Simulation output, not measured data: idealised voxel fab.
Title: Process Module voxel ribs on slabs
The figure presents cross-section cut, which has a width of 230 nm and is divided into square cells with an edge length of 5 nm.
Square cells in a grid make up a cross-section in this document, and the grid is given as bands, listed from the top down, each one or more rows of cells.
Within each band entry, the heights of the top and of the bottom of the band appear first, in that order and in nm; the materials of the band then follow from left to right, each with its corresponding width in nm. The designation "everywhere" on a single material indicates that it fills the band from edge to edge; the designation "empty" indicates empty space.
It should be noted that heights are counted from 0, beneath which the wafer as supplied is of one material throughout, and that the lowest band possesses no lower boundary but continues downward, as written in "top 0, no bottom".
A two-number width, for instance "30..40", indicates that the width is equal to the first number in the top row of the band and to the second number in the bottom row, and that it changes by a constant amount per row of cells.
When a step is marked "nothing altered", none of the cells in the cross-section changed during that step.
So "Trapped voids" is basically the list of trapped voids: any empty space of 8 cells or more that can't reach the top through an opening. They're written width x height at distance, the distance being from the left edge, and it's all nm.
On each step's line, the part that comes after the settings is the simulator's own comment on the step.
A step's line can hold "overlay nm"; with a mask on that step, the setting says how far right of the planned place the mask lay, while a negative setting says it lay to the left.

The steps planned for the process are as follows
1. RECEIVE [material Si]
2. DIRECTIONAL_DEP [material SiO2] [thk nm 20]
3. DIRECTIONAL_DEP [material polySi] [thk nm 20]
4. DIRECTIONAL_DEP [material aC] [thk nm 10]
5. PATTERN [tone cover] [mask id RIB] [material resist] [width nm 25] [thk nm 30] [overlay nm 0]
6. DIRECTIONAL_ETCH [etch materials aC] [depth nm 10]
7. STRIP [etch materials resist]
8. DIRECTIONAL_ETCH [etch materials polySi] [depth nm 5]
9. STRIP [etch materials aC]
10. MASKED_ETCH [tone cover] [mask id SLAB] [width nm 65] [etch materials polySi] [depth nm 15] [overlay nm 0]
11. FILL_DEP [material SiO2] [thk nm 20]
12. CMP [height nm 55]
13. DIRECTIONAL_DEP [material W] [thk nm 5]
14. PATTERN [tone cover] [mask id HEATER] [material resist] [width nm 35] [thk nm 20] [overlay nm 0]
15. DIRECTIONAL_ETCH [etch materials W] [depth nm 5]
16. STRIP [etch materials resist]
17. CONFORMAL_DEP [material SiO2] [thk nm 5]

Received-state cross-section, reflecting completion of step 1
    top 0, no bottom: Si everywhere
    Trapped voids: none

Final cross-section, module run with one mistake (start and plan as above)
    top 60, bottom 55: 95 empty; 35 W; 100 empty
    top 55, bottom 40: SiO2 everywhere
    top 40, bottom 35: 100 SiO2; 25 polySi; 105 SiO2
    top 35, bottom 20: 80 SiO2; 65 polySi; 85 SiO2
    top 20, bottom 0: SiO2 everywhere
    top 0, no bottom: Si everywhere
    Trapped voids: none
The plan and the run diverged here: plan step 17: skipped, not run
